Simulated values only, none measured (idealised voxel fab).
process module | voxel released beams
cross-section cut | 245 nm wide | cells 5 nm
A cross-section is a grid of square cells, given in bands from the top down. A band is one or more rows of cells.
Each band's line starts with the height of the band's top and of its bottom, in nm. Then come its materials from left to right, each with its width in nm. One material with "throughout" fills the band from edge to edge. "air" is empty space.
Height 0 is the level under which the wafer as received is all one material. The lowest band goes on downwards, as in "0 down".
A width such as "30 to 40" changes by the same amount from each row of cells to the next, from the band's top row to its bottom row.
"no change" after a step means that no cell of the cross-section changed.
closed voids: empty space of 8 cells or more with no open way to the top, each as width x height at its distance from the left edge, in nm
after a step's settings: what the simulator itself notes on the step
overlay nm, on a step with a mask: how far to the right of its planned place the mask lay; to the left if negative
Each pair below shows a cross-section before one step and the cross-section after it, down to the lowest band that changed. The line under each pair gives the step between them, with its settings. The pairs can come from different runs of this module on the same starting wafer, so a pair continues from the pair above only where its "before" says so.
before
  0 down: Si throughout
  closed voids: none
after
  5 to 0: Al2O3 throughout
  below 0: unchanged
  closed voids: none
the step between: op CONFORMAL_DEP | material Al2O3 | thk nm 5
before: the cross-section after the pair above
after
  20 to 5: SiO2 throughout
  below 5: unchanged
  closed voids: none
the step between: op DIRECTIONAL_DEP | material SiO2 | thk nm 15
before: the cross-section after the pair above
after
  30 to 20: aC throughout
  below 20: unchanged
  closed voids: none
the step between: op DIRECTIONAL_DEP | material aC | thk nm 10
before: the cross-section after the pair above
after
  60 to 30: resist 85 | air 25 | resist 135
  below 30: unchanged
  closed voids: none
the step between: op PATTERN | tone open | mask id ANCHOR | material resist | width nm 25 | thk nm 30 | overlay nm 0
before: the cross-section after the pair above
after
  50 to 30: resist 85 | air 25 | resist 135
  30 to 20: aC 85 | air 25 | aC 135
  below 20: unchanged
  closed voids: none
the step between: op DIRECTIONAL_ETCH | etch materials aC | depth nm 10
before: the cross-section after the pair above
after
  30 to 20: aC 85 | air 25 | aC 135
  below 20: unchanged
  closed voids: none
the step between: op STRIP | etch materials resist
before: the cross-section after the pair above
after
  30 to 20: aC 85 | air 25 | aC 135
  20 to 5: SiO2 85 | air 25 | SiO2 135
  below 5: unchanged
  closed voids: none
the step between: op DIRECTIONAL_ETCH | etch materials SiO2 | depth nm 15
before: the cross-section after the pair above
after
  20 to 5: SiO2 85 | air 25 | SiO2 135
  below 5: unchanged
  closed voids: none
the step between: op STRIP | etch materials aC
before: the cross-section after the pair above
after
  30 to 20: polySi 95 | air 5 | polySi 145
  20 to 15: SiO2 85 | polySi 10 | air 5 | polySi 10 | SiO2 135
  15 to 5: SiO2 85 | polySi 25 | SiO2 135
  below 5: unchanged
  closed voids: none
the step between: op CONFORMAL_DEP | material polySi | thk nm 10
before: the cross-section after the pair above
after
  45 to 30: aC 95 | air 5 | aC 145
  30 to 20: polySi 95 | aC 5 | polySi 145
  20 to 15: SiO2 85 | polySi 10 | aC 5 | polySi 10 | SiO2 135
  below 15: unchanged
  closed voids: none
the step between: op DIRECTIONAL_DEP | material aC | thk nm 15
before: the cross-section after the pair above
after
  75 to 45: air 80 | resist 80 | air 85
  45 to 30: aC 95 | resist 5 | aC 145
  below 30: unchanged
  closed voids: none
the step between: op PATTERN | tone cover | mask id BEAM | material resist | width nm 80 | thk nm 30 | overlay nm 0
before: the cross-section after the pair above
after
  60 to 45: air 80 | resist 80 | air 85
  45 to 30: air 80 | aC 15 | resist 5 | aC 60 | air 85
  below 30: unchanged
  closed voids: none
the step between: op DIRECTIONAL_ETCH | etch materials aC | depth nm 15
before: the cross-section after the pair above
after
  45 to 30: air 80 | aC 15 | air 5 | aC 60 | air 85
  below 30: unchanged
  closed voids: none
the step between: op STRIP | etch materials resist
before: the cross-section after the pair above
after
  45 to 30: air 80 | aC 15 | air 5 | aC 60 | air 85
  30 to 20: air 80 | polySi 15 | aC 5 | polySi 60 | air 85
  below 20: unchanged
  closed voids: none
the step between: op DIRECTIONAL_ETCH | etch materials polySi | depth nm 10
before: the cross-section after the pair above
after
  30 to 20: air 80 | polySi 15 | air 5 | polySi 60 | air 85
  20 to 15: SiO2 85 | polySi 10 | air 5 | polySi 10 | SiO2 135
  below 15: unchanged
  closed voids: none
the step between: op STRIP | etch materials aC
before: the cross-section after the pair above
after
  30 to 20: air 80 | polySi 15 | air 5 | polySi 60 | air 85
  20 to 15: air 85 | polySi 10 | air 5 | polySi 10 | air 135
  15 to 5: air 85 | polySi 25 | air 135
  below 5: unchanged
  closed voids: none
the step between: op STRIP | etch materials SiO2
before
  0 down: Si throughout
  closed voids: none
after
  15 to 0: SiO2 throughout
  below 0: unchanged
  closed voids: none
the step between: op DIRECTIONAL_DEP | material SiO2 | thk nm 15
before: the cross-section after the pair above
after
  25 to 15: aC throughout
  below 15: unchanged
  closed voids: none
the step between: op DIRECTIONAL_DEP | material aC | thk nm 10
before: the cross-section after the pair above
after
  55 to 25: resist 85 | air 25 | resist 135
  below 25: unchanged
  closed voids: none
the step between: op PATTERN | tone open | mask id ANCHOR | material resist | width nm 25 | thk nm 30 | overlay nm 0
before: the cross-section after the pair above
after
  45 to 25: resist 85 | air 25 | resist 135
  25 to 15: aC 85 | air 25 | aC 135
  below 15: unchanged
  closed voids: none
the step between: op DIRECTIONAL_ETCH | etch materials aC | depth nm 10
before: the cross-section after the pair above
after
  25 to 15: aC 85 | air 25 | aC 135
  below 15: unchanged
  closed voids: none
the step between: op STRIP | etch materials resist
before: the cross-section after the pair above
after
  25 to 15: aC 85 | air 25 | aC 135
  15 to 0: SiO2 85 | air 25 | SiO2 135
  below 0: unchanged
  closed voids: none
the step between: op DIRECTIONAL_ETCH | etch materials SiO2 | depth nm 15
before: the cross-section after the pair above
after
  15 to 0: SiO2 85 | air 25 | SiO2 135
  below 0: unchanged
  closed voids: none
the step between: op STRIP | etch materials aC
before: the cross-section after the pair above
after
  25 to 15: polySi 95 | air 5 | polySi 145
  15 to 10: SiO2 85 | polySi 10 | air 5 | polySi 10 | SiO2 135
  10 to 0: SiO2 85 | polySi 25 | SiO2 135
  below 0: unchanged
  closed voids: none
the step between: op CONFORMAL_DEP | material polySi | thk nm 10
before: the cross-section after the pair above
after
  40 to 25: aC 95 | air 5 | aC 145
  25 to 15: polySi 95 | aC 5 | polySi 145
  15 to 10: SiO2 85 | polySi 10 | aC 5 | polySi 10 | SiO2 135
  below 10: unchanged
  closed voids: none
the step between: op DIRECTIONAL_DEP | material aC | thk nm 15
before: the cross-section after the pair above
after
  70 to 40: air 80 | resist 80 | air 85
  40 to 25: aC 95 | resist 5 | aC 145
  below 25: unchanged
  closed voids: none
the step between: op PATTERN | tone cover | mask id BEAM | material resist | width nm 80 | thk nm 30 | overlay nm 0
before: the cross-section after the pair above
after
  55 to 40: air 80 | resist 80 | air 85
  40 to 25: air 80 | aC 15 | resist 5 | aC 60 | air 85
  below 25: unchanged
  closed voids: none
the step between: op DIRECTIONAL_ETCH | etch materials aC | depth nm 15
before: the cross-section after the pair above
after
  40 to 25: air 80 | aC 15 | air 5 | aC 60 | air 85
  below 25: unchanged
  closed voids: none
the step between: op STRIP | etch materials resist
before: the cross-section after the pair above
after
  40 to 25: air 80 | aC 15 | air 5 | aC 60 | air 85
  25 to 15: air 80 | polySi 15 | aC 5 | polySi 60 | air 85
  below 15: unchanged
  closed voids: none
the step between: op DIRECTIONAL_ETCH | etch materials polySi | depth nm 10
before: the cross-section after the pair above
after
  25 to 15: air 80 | polySi 15 | air 5 | polySi 60 | air 85
  15 to 10: SiO2 85 | polySi 10 | air 5 | polySi 10 | SiO2 135
  below 10: unchanged
  closed voids: none
the step between: op STRIP | etch materials aC
before: the cross-section after the pair above
after
  25 to 15: air 80 | polySi 15 | air 5 | polySi 60 | air 85
  15 to 10: air 85 | polySi 10 | air 5 | polySi 10 | air 135
  10 to 0: air 85 | polySi 25 | air 135
  below 0: unchanged
  closed voids: none
the step between: op STRIP | etch materials SiO2
before
  15 to 0: SiO2 throughout
  0 down: Si throughout
  closed voids: none
after
  20 to 15: Al2O3 throughout
  below 15: unchanged
  closed voids: none
the step between: op CONFORMAL_DEP | material Al2O3 | thk nm 5
before: the cross-section after the pair above
after
  30 to 20: aC throughout
  below 20: unchanged
  closed voids: none
the step between: op DIRECTIONAL_DEP | material aC | thk nm 10
before: the cross-section after the pair above
after
  60 to 30: resist 85 | air 25 | resist 135
  below 30: unchanged
  closed voids: none
the step between: op PATTERN | tone open | mask id ANCHOR | material resist | width nm 25 | thk nm 30 | overlay nm 0
before: the cross-section after the pair above
after
  50 to 30: resist 85 | air 25 | resist 135
  30 to 20: aC 85 | air 25 | aC 135
  below 20: unchanged
  closed voids: none
the step between: op DIRECTIONAL_ETCH | etch materials aC | depth nm 10
before: the cross-section after the pair above
after
  30 to 20: aC 85 | air 25 | aC 135
  below 20: unchanged
  closed voids: none
the step between: op STRIP | etch materials resist
before: the cross-section after the pair above
after
  20 to 15: Al2O3 throughout
  below 15: unchanged
  closed voids: none
the step between: op STRIP | etch materials aC
before: the cross-section after the pair above
after
  30 to 20: polySi throughout
  below 20: unchanged
  closed voids: none
the step between: op CONFORMAL_DEP | material polySi | thk nm 10
before: the cross-section after the pair above
after
  45 to 30: aC throughout
  below 30: unchanged
  closed voids: none
the step between: op DIRECTIONAL_DEP | material aC | thk nm 15
before: the cross-section after the pair above
after
  75 to 45: air 80 | resist 80 | air 85
  below 45: unchanged
  closed voids: none
the step between: op PATTERN | tone cover | mask id BEAM | material resist | width nm 80 | thk nm 30 | overlay nm 0
before: the cross-section after the pair above
after
  60 to 45: air 80 | resist 80 | air 85
  45 to 30: air 80 | aC 80 | air 85
  below 30: unchanged
  closed voids: none
the step between: op DIRECTIONAL_ETCH | etch materials aC | depth nm 15
before: the cross-section after the pair above
after
  45 to 30: air 80 | aC 80 | air 85
  below 30: unchanged
  closed voids: none
the step between: op STRIP | etch materials resist
before: the cross-section after the pair above
after
  45 to 30: air 80 | aC 80 | air 85
  30 to 20: air 80 | polySi 80 | air 85
  below 20: unchanged
  closed voids: none
the step between: op DIRECTIONAL_ETCH | etch materials polySi | depth nm 10
before: the cross-section after the pair above
after
  30 to 20: air 80 | polySi 80 | air 85
  below 20: unchanged
  closed voids: none
the step between: op STRIP | etch materials aC
before
  20 to 5: SiO2 85 | air 25 | SiO2 135
  5 to 0: Al2O3 throughout
  0 down: Si throughout
  closed voids: none
after
  35 to 20: polySi throughout
  20 to 5: SiO2 85 | polySi 25 | SiO2 135
  below 5: unchanged
  closed voids: none
the step between: op CONFORMAL_DEP | material polySi | thk nm 15
before: the cross-section after the pair above
after
  50 to 35: aC throughout
  below 35: unchanged
  closed voids: none
the step between: op DIRECTIONAL_DEP | material aC | thk nm 15
before: the cross-section after the pair above
after
  80 to 50: air 80 | resist 80 | air 85
  below 50: unchanged
  closed voids: none
the step between: op PATTERN | tone cover | mask id BEAM | material resist | width nm 80 | thk nm 30 | overlay nm 0
before: the cross-section after the pair above
after
  65 to 50: air 80 | resist 80 | air 85
  50 to 35: air 80 | aC 80 | air 85
  below 35: unchanged
  closed voids: none
the step between: op DIRECTIONAL_ETCH | etch materials aC | depth nm 15
before: the cross-section after the pair above
after
  50 to 35: air 80 | aC 80 | air 85
  below 35: unchanged
  closed voids: none
the step between: op STRIP | etch materials resist
before: the cross-section after the pair above
after
  50 to 35: air 80 | aC 80 | air 85
  35 to 25: air 80 | polySi 80 | air 85
  below 25: unchanged
  closed voids: none
the step between: op DIRECTIONAL_ETCH | etch materials polySi | depth nm 10
before: the cross-section after the pair above
after
  35 to 25: air 80 | polySi 80 | air 85
  below 25: unchanged
  closed voids: none
the step between: op STRIP | etch materials aC
before
  30 to 20: aC throughout
  20 to 5: SiO2 throughout
  5 to 0: Al2O3 throughout
  0 down: Si throughout
  closed voids: none
after
  60 to 30: resist 90 | air 15 | resist 140
  below 30: unchanged
  closed voids: none
the step between: op PATTERN | tone open | mask id ANCHOR | material resist | width nm 15 | thk nm 30 | overlay nm 0
before: the cross-section after the pair above
after
  50 to 30: resist 90 | air 15 | resist 140
  30 to 20: aC 90 | air 15 | aC 140
  below 20: unchanged
  closed voids: none
the step between: op DIRECTIONAL_ETCH | etch materials aC | depth nm 10
before: the cross-section after the pair above
after
  30 to 20: aC 90 | air 15 | aC 140
  below 20: unchanged
  closed voids: none
the step between: op STRIP | etch materials resist
before: the cross-section after the pair above
after
  30 to 20: aC 90 | air 15 | aC 140
  20 to 5: SiO2 90 | air 15 | SiO2 140
  below 5: unchanged
  closed voids: none
the step between: op DIRECTIONAL_ETCH | etch materials SiO2 | depth nm 15
before: the cross-section after the pair above
after
  20 to 5: SiO2 90 | air 15 | SiO2 140
  below 5: unchanged
  closed voids: none
the step between: op STRIP | etch materials aC
before: the cross-section after the pair above
after
  30 to 20: polySi throughout
  20 to 5: SiO2 90 | polySi 15 | SiO2 140
  below 5: unchanged
  closed voids: none
the step between: op CONFORMAL_DEP | material polySi | thk nm 10
before: the cross-section after the pair above
after
  45 to 30: aC throughout
  below 30: unchanged
  closed voids: none
the step between: op DIRECTIONAL_DEP | material aC | thk nm 15
before: the cross-section after the pair above
after
  75 to 45: air 80 | resist 80 | air 85
  below 45: unchanged
  closed voids: none
the step between: op PATTERN | tone cover | mask id BEAM | material resist | width nm 80 | thk nm 30 | overlay nm 0
before: the cross-section after the pair above
after
  60 to 45: air 80 | resist 80 | air 85
  45 to 30: air 80 | aC 80 | air 85
  below 30: unchanged
  closed voids: none
the step between: op DIRECTIONAL_ETCH | etch materials aC | depth nm 15
before: the cross-section after the pair above
after
  45 to 30: air 80 | aC 80 | air 85
  below 30: unchanged
  closed voids: none
the step between: op STRIP | etch materials resist
before: the cross-section after the pair above
after
  45 to 30: air 80 | aC 80 | air 85
  30 to 20: air 80 | polySi 80 | air 85
  below 20: unchanged
  closed voids: none
the step between: op DIRECTIONAL_ETCH | etch materials polySi | depth nm 10
before: the cross-section after the pair above
after
  30 to 20: air 80 | polySi 80 | air 85
  below 20: unchanged
  closed voids: none
the step between: op STRIP | etch materials aC
before: the cross-section after the pair above
after
  30 to 20: air 80 | polySi 80 | air 85
  20 to 5: air 90 | polySi 15 | air 140
  below 5: unchanged
  closed voids: none
the step between: op STRIP | etch materials SiO2
before
  45 to 30: aC 95 | air 5 | aC 145
  30 to 20: polySi 95 | aC 5 | polySi 145
  20 to 15: SiO2 85 | polySi 10 | aC 5 | polySi 10 | SiO2 135
  15 to 5: SiO2 85 | polySi 25 | SiO2 135
  5 to 0: Al2O3 throughout
  0 down: Si throughout
  closed voids: none
after
  75 to 45: air 75 | resist 80 | air 90
  45 to 30: aC 95 | resist 5 | aC 145
  below 30: unchanged
  closed voids: none
the step between: op PATTERN | tone cover | mask id BEAM | material resist | width nm 80 | thk nm 30 | overlay nm -5
before: the cross-section after the pair above
after
  60 to 45: air 75 | resist 80 | air 90
  45 to 30: air 75 | aC 20 | resist 5 | aC 55 | air 90
  below 30: unchanged
  closed voids: none
the step between: op DIRECTIONAL_ETCH | etch materials aC | depth nm 15
before: the cross-section after the pair above
after
  45 to 30: air 75 | aC 20 | air 5 | aC 55 | air 90
  below 30: unchanged
  closed voids: none
the step between: op STRIP | etch materials resist
before: the cross-section after the pair above
after
  45 to 30: air 75 | aC 20 | air 5 | aC 55 | air 90
  30 to 20: air 75 | polySi 20 | aC 5 | polySi 55 | air 90
  below 20: unchanged
  closed voids: none
the step between: op DIRECTIONAL_ETCH | etch materials polySi | depth nm 10
before: the cross-section after the pair above
after
  30 to 20: air 75 | polySi 20 | air 5 | polySi 55 | air 90
  20 to 15: SiO2 85 | polySi 10 | air 5 | polySi 10 | SiO2 135
  below 15: unchanged
  closed voids: none
the step between: op STRIP | etch materials aC
before: the cross-section after the pair above
after
  30 to 20: air 75 | polySi 20 | air 5 | polySi 55 | air 90
  20 to 15: air 85 | polySi 10 | air 5 | polySi 10 | air 135
  15 to 5: air 85 | polySi 25 | air 135
  below 5: unchanged
  closed voids: none
the step between: op STRIP | etch materials SiO2
before
  20 to 5: SiO2 throughout
  5 to 0: Al2O3 throughout
  0 down: Si throughout
  closed voids: none
after
  30 to 20: polySi throughout
  below 20: unchanged
  closed voids: none
the step between: op DIRECTIONAL_DEP | material polySi | thk nm 10
before: the cross-section after the pair above
after
  60 to 30: resist 85 | air 25 | resist 135
  below 30: unchanged
  closed voids: none
the step between: op PATTERN | tone open | mask id ANCHOR | material resist | width nm 25 | thk nm 30 | overlay nm 0
before: the cross-section after the pair above
after
  50 to 30: resist 85 | air 25 | resist 135
  below 30: unchanged
  closed voids: none
the step between: op DIRECTIONAL_ETCH | etch materials aC | depth nm 10
before: the cross-section after the pair above
after
  30 to 20: polySi throughout
  below 20: unchanged
  closed voids: none
the step between: op STRIP | etch materials resist
before: the cross-section after the pair above
after
  40 to 20: polySi throughout
  below 20: unchanged
  closed voids: none
the step between: op CONFORMAL_DEP | material polySi | thk nm 10
before: the cross-section after the pair above
after
  55 to 40: aC throughout
  below 40: unchanged
  closed voids: none
the step between: op DIRECTIONAL_DEP | material aC | thk nm 15
before: the cross-section after the pair above
after
  85 to 55: air 80 | resist 80 | air 85
  below 55: unchanged
  closed voids: none
the step between: op PATTERN | tone cover | mask id BEAM | material resist | width nm 80 | thk nm 30 | overlay nm 0
before: the cross-section after the pair above
after
  70 to 55: air 80 | resist 80 | air 85
  55 to 40: air 80 | aC 80 | air 85
  below 40: unchanged
  closed voids: none
the step between: op DIRECTIONAL_ETCH | etch materials aC | depth nm 15
before: the cross-section after the pair above
after
  55 to 40: air 80 | aC 80 | air 85
  below 40: unchanged
  closed voids: none
the step between: op STRIP | etch materials resist
before: the cross-section after the pair above
after
  55 to 40: air 80 | aC 80 | air 85
  40 to 30: air 80 | polySi 80 | air 85
  below 30: unchanged
  closed voids: none
the step between: op DIRECTIONAL_ETCH | etch materials polySi | depth nm 10
before: the cross-section after the pair above
after
  40 to 30: air 80 | polySi 80 | air 85
  below 30: unchanged
  closed voids: none
the step between: op STRIP | etch materials aC
before
  30 to 20: aC throughout
  20 to 5: SiO2 throughout
  5 to 0: Al2O3 throughout
  0 down: Si throughout
  closed voids: none
after
  60 to 30: air 85 | resist 25 | air 135
  below 30: unchanged
  closed voids: none
the step between: op PATTERN | tone cover | mask id ANCHOR | material resist | width nm 25 | thk nm 30 | overlay nm 0
before: the cross-section after the pair above
after
  50 to 30: air 85 | resist 25 | air 135
  30 to 20: air 85 | aC 25 | air 135
  below 20: unchanged
  closed voids: none
the step between: op DIRECTIONAL_ETCH | etch materials aC | depth nm 10
before: the cross-section after the pair above
after
  30 to 20: air 85 | aC 25 | air 135
  below 20: unchanged
  closed voids: none
the step between: op STRIP | etch materials resist
before: the cross-section after the pair above
after
  30 to 20: air 85 | aC 25 | air 135
  20 to 5: air 85 | SiO2 25 | air 135
  below 5: unchanged
  closed voids: none
the step between: op DIRECTIONAL_ETCH | etch materials SiO2 | depth nm 15
before: the cross-section after the pair above
after
  20 to 5: air 85 | SiO2 25 | air 135
  below 5: unchanged
  closed voids: none
the step between: op STRIP | etch materials aC
before: the cross-section after the pair above
after
  30 to 20: air 75 | polySi 45 | air 125
  20 to 15: air 75 | polySi 10 | SiO2 25 | polySi 10 | air 125
  15 to 5: polySi 85 | SiO2 25 | polySi 135
  below 5: unchanged
  closed voids: none
the step between: op CONFORMAL_DEP | material polySi | thk nm 10
before: the cross-section after the pair above
after
  45 to 30: air 75 | aC 45 | air 125
  30 to 20: aC 75 | polySi 45 | aC 125
  20 to 15: aC 75 | polySi 10 | SiO2 25 | polySi 10 | aC 125
  below 15: unchanged
  closed voids: none
the step between: op DIRECTIONAL_DEP | material aC | thk nm 15
before: the cross-section after the pair above
after
  75 to 45: air 80 | resist 80 | air 85
  45 to 30: air 75 | aC 45 | resist 40 | air 85
  below 30: unchanged
  closed voids: none
the step between: op PATTERN | tone cover | mask id BEAM | material resist | width nm 80 | thk nm 30 | overlay nm 0
before: the cross-section after the pair above
after
  60 to 45: air 80 | resist 80 | air 85
  45 to 30: air 80 | aC 40 | resist 40 | air 85
  30 to 20: air 75 | polySi 45 | aC 40 | air 85
  20 to 15: air 75 | polySi 10 | SiO2 25 | polySi 10 | aC 40 | air 85
  below 15: unchanged
  closed voids: none
the step between: op DIRECTIONAL_ETCH | etch materials aC | depth nm 15
before: the cross-section after the pair above
after
  45 to 30: air 80 | aC 40 | air 125
  below 30: unchanged
  closed voids: none
the step between: op STRIP | etch materials resist
before: the cross-section after the pair above
after
  45 to 30: air 80 | aC 40 | air 125
  30 to 20: air 80 | polySi 40 | aC 40 | air 85
  20 to 15: air 75 | polySi 10 | SiO2 25 | polySi 10 | aC 40 | air 85
  15 to 5: air 75 | polySi 10 | SiO2 25 | polySi 50 | air 85
  below 5: unchanged
  closed voids: none
the step between: op DIRECTIONAL_ETCH | etch materials polySi | depth nm 10
before: the cross-section after the pair above
after
  30 to 20: air 80 | polySi 40 | air 125
  20 to 15: air 75 | polySi 10 | SiO2 25 | polySi 10 | air 125
  below 15: unchanged
  closed voids: none
the step between: op STRIP | etch materials aC
